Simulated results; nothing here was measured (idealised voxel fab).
process module | voxel self aligned contacts
cross-section cut | 155 nm wide | cells 5 nm
A cross-section is a grid of square cells, given in bands from the top down. A band is one or more rows of cells.
Each band's line starts with the height of the band's top and of its bottom, in nm. Then come its materials from left to right, each with its width in nm. One material with "throughout" fills the band from edge to edge. "air" is empty space.
Height 0 is the level under which the wafer as received is all one material. The lowest band goes on downwards, as in "0 down".
A width such as "30 to 40" changes by the same amount from each row of cells to the next, from the band's top row to its bottom row.
"no change" after a step means that no cell of the cross-section changed.
closed voids: empty space of 8 cells or more with no open way to the top, each as width x height at its distance from the left edge, in nm
after a step's settings: what the simulator itself notes on the step
overlay nm, on a step with a mask: how far to the right of its planned place the mask lay; to the left if negative
plan
1 op RECEIVE | material Si
2 op OXIDIZE | depth nm 5
3 op DIRECTIONAL_DEP | material polySi | thk nm 30
4 op DIRECTIONAL_DEP | material SiN | thk nm 25
5 op PATTERN | tone cover | mask id GATE | material resist | width nm 25 | pitch nm 65 | thk nm 20 | overlay nm 0
6 op DIRECTIONAL_ETCH | etch materials SiN | depth nm 25
7 op DIRECTIONAL_ETCH | etch materials polySi | depth nm 30
8 op STRIP | etch materials resist
9 op CONFORMAL_DEP | material SiN | thk nm 10
10 op DIRECTIONAL_ETCH | etch materials SiN | depth nm 10
11 op FILL_DEP | material SiO2 | thk nm 20
12 op CMP | height nm 65
13 op PATTERN | tone open | mask id CONTACT | material resist | width nm 50 | thk nm 20 | overlay nm 0
14 op DIRECTIONAL_ETCH | etch materials SiO2 | depth nm 70
15 op STRIP | etch materials resist
16 op CONFORMAL_DEP | material TiN | thk nm 5
17 op FILL_DEP | material W | thk nm 5
18 op CMP | height nm 65
19 op CONFORMAL_DEP | material SiN | thk nm 5
as received, after step 1
  0 down: Si throughout
  closed voids: none
a wafer at the end: this start, this plan, one mistake
  70 to 65: SiN throughout
  65 to 55: W 45 to 15 | TiN 5 to 35 | SiO2 50 | TiN 5 to 35 | W 50 to 20
  55 to 30: W 15 | TiN 5 | SiN 45 | SiO2 20 | SiN 45 | TiN 5 | W 20
  30 to 0: W 15 | TiN 5 | SiN 10 | polySi 25 | SiN 10 | SiO2 20 | SiN 10 | polySi 25 | SiN 10 | TiN 5 | W 20
  0 to -5: TiN 20 | SiO2 110 | TiN 25
  -5 down: Si throughout
  closed voids: none
what went wrong: step 13 ran as: op PATTERN | tone cover | mask id CONTACT | material resist | width nm 50 | thk nm 20 | overlay nm 0
